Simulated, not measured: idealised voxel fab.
process module | voxel self aligned contacts
cross-section cut | 270 nm wide | cells 5 nm
A cross-section is a grid of square cells, given in bands from the top down. A band is one or more rows of cells.
Each band's line starts with the height of the band's top and of its bottom, in nm. Then come its materials from left to right, each with its width in nm. One material with "throughout" fills the band from edge to edge. "air" is empty space.
Height 0 is the level under which the wafer as received is all one material. The lowest band goes on downwards, as in "0 down".
A width such as "30 to 40" changes by the same amount from each row of cells to the next, from the band's top row to its bottom row.
"no change" after a step means that no cell of the cross-section changed.
closed voids: empty space of 8 cells or more with no open way to the top, each as width x height at its distance from the left edge, in nm
after a step's settings: what the simulator itself notes on the step
overlay nm, on a step with a mask: how far to the right of its planned place the mask lay; to the left if negative
plan
1 op RECEIVE | material Si
2 op OXIDIZE | depth nm 5
3 op DIRECTIONAL_DEP | material polySi | thk nm 30
4 op DIRECTIONAL_DEP | material SiN | thk nm 20
5 op DIRECTIONAL_DEP | material aC | thk nm 10
6 op PATTERN | tone cover | mask id GATE | material resist | width nm 35 | pitch nm 70 | thk nm 25 | overlay nm 0
7 op DIRECTIONAL_ETCH | etch materials aC | depth nm 10
8 op STRIP | etch materials resist
9 op DIRECTIONAL_ETCH | etch materials SiN | depth nm 20
10 op DIRECTIONAL_ETCH | etch materials polySi | depth nm 30
11 op STRIP | etch materials aC
12 op CONFORMAL_DEP | material SiN | thk nm 10
13 op DIRECTIONAL_ETCH | etch materials SiN | depth nm 10
14 op FILL_DEP | material SiO2 | thk nm 15
15 op CMP | height nm 60
16 op PATTERN | tone open | mask id CONTACT | material resist | width nm 45 | pitch nm 70 | thk nm 15 | overlay nm 0
17 op DIRECTIONAL_ETCH | etch materials SiO2 | depth nm 65
18 op STRIP | etch materials resist
19 op CONFORMAL_DEP | material TiN | thk nm 5
20 op FILL_DEP | material Ru | thk nm 5
21 op CMP | height nm 60
22 op CONFORMAL_DEP | material SiN | thk nm 5
first wafer, as planned
as received, after step 1
  0 down: Si throughout
  closed voids: none
after step 2
  0 to -5: SiO2 throughout
  below -5: unchanged
after step 3
  30 to 0: polySi throughout
  below 0: unchanged
after step 4
  50 to 30: SiN throughout
  below 30: unchanged
after step 5
  60 to 50: aC throughout
  below 50: unchanged
after step 6
  85 to 60: air 45 | resist 35 | air 35 | resist 35 | air 35 | resist 35 | air 50
  below 60: unchanged
after step 7
  75 to 60: air 45 | resist 35 | air 35 | resist 35 | air 35 | resist 35 | air 50
  60 to 50: air 45 | aC 35 | air 35 | aC 35 | air 35 | aC 35 | air 50
  below 50: unchanged
after step 8
  60 to 50: air 45 | aC 35 | air 35 | aC 35 | air 35 | aC 35 | air 50
  below 50: unchanged
after step 9
  60 to 50: air 45 | aC 35 | air 35 | aC 35 | air 35 | aC 35 | air 50
  50 to 30: air 45 | SiN 35 | air 35 | SiN 35 | air 35 | SiN 35 | air 50
  below 30: unchanged
after step 10
  60 to 50: air 45 | aC 35 | air 35 | aC 35 | air 35 | aC 35 | air 50
  50 to 30: air 45 | SiN 35 | air 35 | SiN 35 | air 35 | SiN 35 | air 50
  30 to 0: air 45 | polySi 35 | air 35 | polySi 35 | air 35 | polySi 35 | air 50
  below 0: unchanged
after step 11
  50 to 30: air 45 | SiN 35 | air 35 | SiN 35 | air 35 | SiN 35 | air 50
  below 30: unchanged
after step 12
  60 to 30: air 35 | SiN 55 | air 15 | SiN 55 | air 15 | SiN 55 | air 40
  30 to 10: air 35 | SiN 10 | polySi 35 | SiN 10 | air 15 | SiN 10 | polySi 35 | SiN 10 | air 15 | SiN 10 | polySi 35 | SiN 10 | air 40
  10 to 0: SiN 45 | polySi 35 | SiN 35 | polySi 35 | SiN 35 | polySi 35 | SiN 50
  below 0: unchanged
after step 13
  50 to 30: air 35 | SiN 55 | air 15 | SiN 55 | air 15 | SiN 55 | air 40
  30 to 0: air 35 | SiN 10 | polySi 35 | SiN 10 | air 15 | SiN 10 | polySi 35 | SiN 10 | air 15 | SiN 10 | polySi 35 | SiN 10 | air 40
  below 0: unchanged
after step 14
  65 to 50: SiO2 throughout
  50 to 30: SiO2 35 | SiN 55 | SiO2 15 | SiN 55 | SiO2 15 | SiN 55 | SiO2 40
  30 to 0: SiO2 35 | SiN 10 | polySi 35 | SiN 10 | SiO2 15 | SiN 10 | polySi 35 | SiN 10 | SiO2 15 | SiN 10 | polySi 35 | SiN 10 | SiO2 40
  below 0: unchanged
after step 15
  60 to 50: SiO2 throughout
  below 50: unchanged
after step 16
  75 to 60: resist 75 | air 45 | resist 25 | air 45 | resist 80
  below 60: unchanged
after step 17
  75 to 60: resist 75 | air 45 | resist 25 | air 45 | resist 80
  60 to 50: SiO2 75 | air 45 | SiO2 25 | air 45 | SiO2 80
  50 to 30: SiO2 35 | SiN 55 | air 15 | SiN 55 | air 15 | SiN 55 | SiO2 40
  30 to 0: SiO2 35 | SiN 10 | polySi 35 | SiN 10 | air 15 | SiN 10 | polySi 35 | SiN 10 | air 15 | SiN 10 | polySi 35 | SiN 10 | SiO2 40
  0 to -5: SiO2 90 | air 15 | SiO2 55 | air 15 | SiO2 95
  below -5: unchanged
after step 18
  60 to 50: SiO2 75 | air 45 | SiO2 25 | air 45 | SiO2 80
  below 50: unchanged
after step 19
  65 to 60: TiN 80 | air 35 | TiN 35 | air 35 | TiN 85
  60 to 50: SiO2 75 | TiN 5 to 20 | air 35 to 5 | TiN 5 to 20 | SiO2 25 | TiN 5 to 20 | air 35 to 5 | TiN 5 to 20 | SiO2 80
  50 to 30: SiO2 35 | SiN 55 | TiN 5 | air 5 | TiN 5 | SiN 55 | TiN 5 | air 5 | TiN 5 | SiN 55 | SiO2 40
  30 to 0: SiO2 35 | SiN 10 | polySi 35 | SiN 10 | TiN 5 | air 5 | TiN 5 | SiN 10 | polySi 35 | SiN 10 | TiN 5 | air 5 | TiN 5 | SiN 10 | polySi 35 | SiN 10 | SiO2 40
  0 to -5: SiO2 90 | TiN 15 | SiO2 55 | TiN 15 | SiO2 95
  below -5: unchanged
after step 20
  70 to 65: Ru throughout
  65 to 60: TiN 80 | Ru 35 | TiN 35 | Ru 35 | TiN 85
  60 to 50: SiO2 75 | TiN 5 to 20 | Ru 35 to 5 | TiN 5 to 20 | SiO2 25 | TiN 5 to 20 | Ru 35 to 5 | TiN 5 to 20 | SiO2 80
  50 to 30: SiO2 35 | SiN 55 | TiN 5 | Ru 5 | TiN 5 | SiN 55 | TiN 5 | Ru 5 | TiN 5 | SiN 55 | SiO2 40
  30 to 0: SiO2 35 | SiN 10 | polySi 35 | SiN 10 | TiN 5 | Ru 5 | TiN 5 | SiN 10 | polySi 35 | SiN 10 | TiN 5 | Ru 5 | TiN 5 | SiN 10 | polySi 35 | SiN 10 | SiO2 40
  below 0: unchanged
after step 21
  60 to 50: SiO2 75 | TiN 5 to 20 | Ru 35 to 5 | TiN 5 to 20 | SiO2 25 | TiN 5 to 20 | Ru 35 to 5 | TiN 5 to 20 | SiO2 80
  below 50: unchanged
after step 22
  65 to 60: SiN throughout
  below 60: unchanged
second wafer: like start, like plan, one mistake. Through step 1 it matches the first wafer
when step 2 should have ended
  0 to -10: SiO2 throughout
  below -10: unchanged
when step 3 should have ended
  30 to 0: polySi throughout
  below 0: unchanged
when step 4 should have ended
  50 to 30: SiN throughout
  below 30: unchanged
when step 5 should have ended
  60 to 50: aC throughout
  below 50: unchanged
when step 6 should have ended
  85 to 60: air 45 | resist 35 | air 35 | resist 35 | air 35 | resist 35 | air 50
  below 60: unchanged
when step 7 should have ended
  75 to 60: air 45 | resist 35 | air 35 | resist 35 | air 35 | resist 35 | air 50
  60 to 50: air 45 | aC 35 | air 35 | aC 35 | air 35 | aC 35 | air 50
  below 50: unchanged
when step 8 should have ended
  60 to 50: air 45 | aC 35 | air 35 | aC 35 | air 35 | aC 35 | air 50
  below 50: unchanged
when step 9 should have ended
  60 to 50: air 45 | aC 35 | air 35 | aC 35 | air 35 | aC 35 | air 50
  50 to 30: air 45 | SiN 35 | air 35 | SiN 35 | air 35 | SiN 35 | air 50
  below 30: unchanged
when step 10 should have ended
  60 to 50: air 45 | aC 35 | air 35 | aC 35 | air 35 | aC 35 | air 50
  50 to 30: air 45 | SiN 35 | air 35 | SiN 35 | air 35 | SiN 35 | air 50
  30 to 0: air 45 | polySi 35 | air 35 | polySi 35 | air 35 | polySi 35 | air 50
  below 0: unchanged
when step 11 should have ended
  50 to 30: air 45 | SiN 35 | air 35 | SiN 35 | air 35 | SiN 35 | air 50
  below 30: unchanged
when step 12 should have ended
  60 to 30: air 35 | SiN 55 | air 15 | SiN 55 | air 15 | SiN 55 | air 40
  30 to 10: air 35 | SiN 10 | polySi 35 | SiN 10 | air 15 | SiN 10 | polySi 35 | SiN 10 | air 15 | SiN 10 | polySi 35 | SiN 10 | air 40
  10 to 0: SiN 45 | polySi 35 | SiN 35 | polySi 35 | SiN 35 | polySi 35 | SiN 50
  below 0: unchanged
when step 13 should have ended
  50 to 30: air 35 | SiN 55 | air 15 | SiN 55 | air 15 | SiN 55 | air 40
  30 to 0: air 35 | SiN 10 | polySi 35 | SiN 10 | air 15 | SiN 10 | polySi 35 | SiN 10 | air 15 | SiN 10 | polySi 35 | SiN 10 | air 40
  below 0: unchanged
when step 14 should have ended
  65 to 50: SiO2 throughout
  50 to 30: SiO2 35 | SiN 55 | SiO2 15 | SiN 55 | SiO2 15 | SiN 55 | SiO2 40
  30 to 0: SiO2 35 | SiN 10 | polySi 35 | SiN 10 | SiO2 15 | SiN 10 | polySi 35 | SiN 10 | SiO2 15 | SiN 10 | polySi 35 | SiN 10 | SiO2 40
  below 0: unchanged
when step 15 should have ended
  60 to 50: SiO2 throughout
  below 50: unchanged
when step 16 should have ended
  75 to 60: resist 75 | air 45 | resist 25 | air 45 | resist 80
  below 60: unchanged
when step 17 should have ended
  75 to 60: resist 75 | air 45 | resist 25 | air 45 | resist 80
  60 to 50: SiO2 75 | air 45 | SiO2 25 | air 45 | SiO2 80
  50 to 30: SiO2 35 | SiN 55 | air 15 | SiN 55 | air 15 | SiN 55 | SiO2 40
  30 to 0: SiO2 35 | SiN 10 | polySi 35 | SiN 10 | air 15 | SiN 10 | polySi 35 | SiN 10 | air 15 | SiN 10 | polySi 35 | SiN 10 | SiO2 40
  0 to -5: SiO2 90 | air 15 | SiO2 55 | air 15 | SiO2 95
  below -5: unchanged
when step 18 should have ended
  60 to 50: SiO2 75 | air 45 | SiO2 25 | air 45 | SiO2 80
  below 50: unchanged
when step 19 should have ended
  65 to 60: TiN 80 | air 35 | TiN 35 | air 35 | TiN 85
  60 to 50: SiO2 75 | TiN 5 to 20 | air 35 to 5 | TiN 5 to 20 | SiO2 25 | TiN 5 to 20 | air 35 to 5 | TiN 5 to 20 | SiO2 80
  50 to 30: SiO2 35 | SiN 55 | TiN 5 | air 5 | TiN 5 | SiN 55 | TiN 5 | air 5 | TiN 5 | SiN 55 | SiO2 40
  30 to 0: SiO2 35 | SiN 10 | polySi 35 | SiN 10 | TiN 5 | air 5 | TiN 5 | SiN 10 | polySi 35 | SiN 10 | TiN 5 | air 5 | TiN 5 | SiN 10 | polySi 35 | SiN 10 | SiO2 40
  0 to -5: SiO2 90 | TiN 15 | SiO2 55 | TiN 15 | SiO2 95
  below -5: unchanged
when step 20 should have ended
  70 to 65: Ru throughout
  65 to 60: TiN 80 | Ru 35 | TiN 35 | Ru 35 | TiN 85
  60 to 50: SiO2 75 | TiN 5 to 20 | Ru 35 to 5 | TiN 5 to 20 | SiO2 25 | TiN 5 to 20 | Ru 35 to 5 | TiN 5 to 20 | SiO2 80
  50 to 30: SiO2 35 | SiN 55 | TiN 5 | Ru 5 | TiN 5 | SiN 55 | TiN 5 | Ru 5 | TiN 5 | SiN 55 | SiO2 40
  30 to 0: SiO2 35 | SiN 10 | polySi 35 | SiN 10 | TiN 5 | Ru 5 | TiN 5 | SiN 10 | polySi 35 | SiN 10 | TiN 5 | Ru 5 | TiN 5 | SiN 10 | polySi 35 | SiN 10 | SiO2 40
  below 0: unchanged
when step 21 should have ended
  60 to 50: SiO2 75 | TiN 5 to 20 | Ru 35 to 5 | TiN 5 to 20 | SiO2 25 | TiN 5 to 20 | Ru 35 to 5 | TiN 5 to 20 | SiO2 80
  below 50: unchanged
when step 22 should have ended
  65 to 60: SiN throughout
  below 60: unchanged
what went wrong: step 2 ran as: op OXIDIZE | depth nm 10
at the end the second wafer has, in cells: 54 fewer of Si | 54 more of SiO2
